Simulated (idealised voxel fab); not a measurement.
voxel gate over fins: a process module
The figure presents cross-section cut, which has a width of 240 nm and is divided into square cells with an edge length of 5 nm.
We lay out every cross-section as a grid of square cells and spell it out in bands from the top down, where one band means one or more rows of cells. Heads up on the band format: heights come first, top then bottom, in nm. After that it's the materials left to right, each with its width in nm. A single material flagged "throughout" fills the whole band edge to edge, and "blank" means there's empty space there. All heights in this document are referenced to 0, defined as the level beneath which the wafer, as received, consists entirely of one material. The lowest band is not bounded below; it extends indefinitely downward and is written in the form "0 down". The notation "30 to 40" denotes a width that varies across the rows of cells in the band, beginning at the first number in the top row, finishing at the second number in the bottom row, and changing by an identical amount from each row to the next. The cross-section has no changed cell in any step marked "changes: none". Cavities, closed: empty space of 8 cells or more with no open way to the top, each as width x height at its distance from the left edge, in nm. If you see something after the settings on a step's line, that's the simulator's own remark about that step. overlay nm: on a step with a mask, how far right of its planned place the mask lay; negative means left.

LIST OF PLANNED PROCESS STEPS
1,RECEIVE [material Si]
2,CONFORMAL_DEP [material SiN] [thk nm 10]
3,MASKED_ETCH [tone cover] [mask id FINS] [width nm 15] [pitch nm 50] [etch materials SiN] [depth nm 10] [overlay nm 0]
4,MASKED_ETCH [tone cover] [mask id FINS] [width nm 15] [pitch nm 50] [etch materials Si] [depth nm 40] [overlay nm 0]
5,FILL_DEP [material SiO2] [thk nm 5]
6,CMP [height nm 10]
7,MASKED_ETCH [tone open] [mask id RAIL] [width nm 15] [etch materials SiO2] [depth nm 45] [overlay nm 0]
8,CONFORMAL_DEP [material TiN] [thk nm 5]
9,FILL_DEP [material Ru] [thk nm 5]
10,CMP [height nm 10]
11,SELECTIVE_ETCH [etch materials W Ru TiN] [depth nm 30]
12,FILL_DEP [material SiO2] [thk nm 5]
13,CMP [height nm 10]
14,SELECTIVE_ETCH [etch materials SiO2] [depth nm 20]
15,STRIP [etch materials SiN]
16,CONFORMAL_DEP [material HfO2] [thk nm 5]
17,CONFORMAL_DEP [material TiN] [thk nm 5]
18,FILL_DEP [material W] [thk nm 15]
19,CMP [height nm 20]
20,CONFORMAL_DEP [material SiN] [thk nm 10]

CROSS-SECTIONAL VIEW OF THE WAFER IN ITS AS-RECEIVED CONDITION, CORRESPONDING TO THE STATE AFTER STEP 1
> 0 down | Si throughout
> Cavities, closed: none

WHAT THE WAFER LOOKS LIKE IN CROSS-SECTION AFTER THIS MODULE, WHEN IT STARTS AS SHOWN ABOVE AND FOLLOWS THE PLAN ABOVE BUT ONE MISTAKE IS MADE IN RUNNING IT
> 30 to 20 | SiN throughout
> 20 to 10 | W throughout
> 10 to 5 | W: 50, then TiN: 35, then W: 15, then TiN: 35, then W: 15, then TiN: 35, then W: 55
> 5 to 0 | W: 50, then TiN: 5, then HfO2: 25, then TiN: 5, then W: 15, then TiN: 5, then HfO2: 25, then TiN: 5, then W: 15, then TiN: 5, then HfO2: 25, then TiN: 5, then W: 55
> 0 to -5 | TiN: 55, then HfO2: 5, then Si: 15, then HfO2: 5, then TiN: 25, then HfO2: 5, then Si: 15, then HfO2: 5, then TiN: 25, then HfO2: 5, then Si: 15, then HfO2: 5, then TiN: 60
> -5 to -10 | HfO2: 60, then Si: 15, then HfO2: 35, then Si: 15, then HfO2: 35, then Si: 15, then HfO2: 65
> -10 to -20 | SiO2: 60, then Si: 15, then SiO2: 35, then Si: 15, then SiO2: 35, then Si: 15, then SiO2: 65
> -20 to -30 | Ru: 55, then TiN: 5, then Si: 15, then TiN: 10, then SiO2: 15, then TiN: 10, then Si: 15, then TiN: 5, then Ru: 25, then TiN: 5, then Si: 15, then TiN: 5, then Ru: 60
> -30 to -35 | TiN: 60, then Si: 15, then TiN: 10, then SiO2: 15, then TiN: 10, then Si: 15, then TiN: 35, then Si: 15, then TiN: 65
> -35 to -40 | SiO2: 60, then Si: 15, then SiO2: 35, then Si: 15, then SiO2: 35, then Si: 15, then SiO2: 65
> -40 down | Si throughout
> Cavities, closed: none
Diagnosis: step 7 was processed under conditions differing from the plan, specifically as MASKED_ETCH [tone cover] [mask id RAIL] [width nm 15] [etch materials SiO2] [depth nm 45] [overlay nm 0]
